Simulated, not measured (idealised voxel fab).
Process module, titled voxel plated lines
We display cut, a cross-section 295 nm in width whose square cells are each 5 nm.
Throughout this document, each cross-section is represented as a grid of square cells and is presented as a sequence of bands enumerated from the top downward, where a band comprises one or more rows of cells. Read a band's entry like this: the first values are the height of its top and the height of its bottom in nm, and what follows is the sequence of materials from left to right, each with its width in nm. Note that "empty" is empty space, and that a single material marked "everywhere" reaches across the band from edge to edge. A quick word on heights: they are counted from 0, and under that level the wafer as it came to us is one material throughout. The lowest band is different from the rest in having no bottom; it simply continues downward, written as in "0 and below". Note: "30->40" means the width goes from the first number (top row of the band) to the second number (bottom row) in equal steps per row of cells. Key: "nothing got changed" - step with no changed cell in the cross-section. The entry "Enclosed voids" lists the empty spaces that cover at least 8 cells and have no open path to the top. Each is written as width x height at distance, where the distance is measured from the left edge and all three values are in nm. Past the settings on a step's line: simulator remark, on that step. A step's line can hold "overlay nm"; with a mask on that step, the setting says how far right of the planned place the mask lay, while a negative setting says it lay to the left.
# Intended process steps
- 1: RECEIVE with material Si
- 2: CONFORMAL_DEP with material Al2O3, thk nm 5
- 3: DIRECTIONAL_DEP with material TiN, thk nm 5
- 4: PATTERN with tone open, mask id LINES, material resist, width nm 30, pitch nm 55, thk nm 20, overlay nm 0
- 5: EPI with material Ru, thk nm 5
- 6: STRIP with etch materials resist
- 7: DIRECTIONAL_ETCH with etch materials TiN, depth nm 5
- 8: CONFORMAL_DEP with material SiN, thk nm 10
It is noted that the wafers described herein are identical at the outset and are distinguished by the thk nm of step 2; the value stated in the plan corresponds to the first wafer.
# As-received cross-section, first of several wafers, post step 1
0 and below  Si everywhere
Enclosed voids: none
# Tabulated below, wafer by wafer, are the end-of-module results: for each material, the number of cells gained (+) or lost (-) relative to the as-received state, followed by the closed voids
thk nm 5, +59 Al2O3, +12 Ru, +134 SiN, +12 TiN, Enclosed voids: none
thk nm 10, +118 Al2O3, +12 Ru, +134 SiN, +12 TiN, Enclosed voids: none
thk nm 15, +177 Al2O3, +12 Ru, +134 SiN, +12 TiN, Enclosed voids: none
thk nm 20, +236 Al2O3, +12 Ru, +134 SiN, +12 TiN, Enclosed voids: none
thk nm 25, +295 Al2O3, +12 Ru, +134 SiN, +12 TiN, Enclosed voids: none
thk nm 30, +354 Al2O3, +12 Ru, +134 SiN, +12 TiN, Enclosed voids: none
